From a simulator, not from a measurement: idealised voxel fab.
Process module heading - voxel spacer lines
Displayed cross-section: cut, width of 185 nm, square cells sized 5 nm.
Format of a cross-section: grid, square cells. Given as bands. Order: top down. Band: one or more rows of cells. Heads up on the band format: heights come first, top then bottom, in nm. After that it's the materials left to right, each with its width in nm. A single material flagged "full width" fills the whole band edge to edge, and "air" means there's empty space there. Ref level 0: as-received wafer is one material below here. Bottom band extends down with no lower bound ("top 0, no bottom"). Quick explanation for "30..40": the width changes in equal steps down the rows of cells, from the first number in the band's top row to the second number in its bottom row. A step reported as "no change occurred" is a step in which no cell of the cross-section changed. "Closed void table" enumerates empty spaces isolated from the top, with no open way to it, that contain at least 8 cells, giving each as width x height at distance from the left edge, all three in nm. Read whatever lies past the settings on a step's line as the simulator's own remark about the step. What "overlay nm" on a step's line means: if the step has a mask, that mask lay this far to the right of its planned place, or, when the value is negative, to the left.

The planned process steps are enumerated hereunder
1) RECEIVE with material Si
2) CONFORMAL_DEP with material Al2O3, thk nm 5
3) DIRECTIONAL_DEP with material SiN, thk nm 10
4) DIRECTIONAL_DEP with material aC, thk nm 25
5) PATTERN with tone cover, mask id MANDREL, material resist, width nm 25, pitch nm 70, thk nm 30, overlay nm 0
6) DIRECTIONAL_ETCH with etch materials aC, depth nm 25
7) STRIP with etch materials resist
8) CONFORMAL_DEP with material SiO2, thk nm 10
9) DIRECTIONAL_ETCH with etch materials SiO2, depth nm 10
10) STRIP with etch materials aC
11) DIRECTIONAL_ETCH with etch materials SiN, depth nm 10
12) STRIP with etch materials SiO2
13) FILL_DEP with material lowk, thk nm 5
14) CMP with height nm 15

Step 1 complete: cross-section of the wafer as received
	top 0, no bottom = Si full width
	Closed void table: none

First of two wafers: cross-section at end of module, run per plan
	top 15, bottom 5 = 35 nm lowk | 10 nm SiN | 25 nm lowk | 10 nm SiN | 25 nm lowk | 10 nm SiN | 25 nm lowk | 10 nm SiN | 35 nm lowk
	top 5, bottom 0 = Al2O3 full width
	top 0, no bottom = Si full width
	Closed void table: none

Cross-sectional view: second of two wafers, end of module; start and plan identical to the first, one mistake in running
	top 15, bottom 5 = 45 nm lowk | 10 nm SiN | 5 nm lowk | 10 nm SiN | 45 nm lowk | 10 nm SiN | 5 nm lowk | 10 nm SiN | 45 nm lowk
	top 5, bottom 0 = Al2O3 full width
	top 0, no bottom = Si full width
	Closed void table: none
Finding, execution versus plan: heads up, step 5 didn't go per plan, it actually ran as PATTERN with tone open, mask id MANDREL, material resist, width nm 25, pitch nm 70, thk nm 30, overlay nm 0
Both wafers, final: cells per material equal; arrangement not.
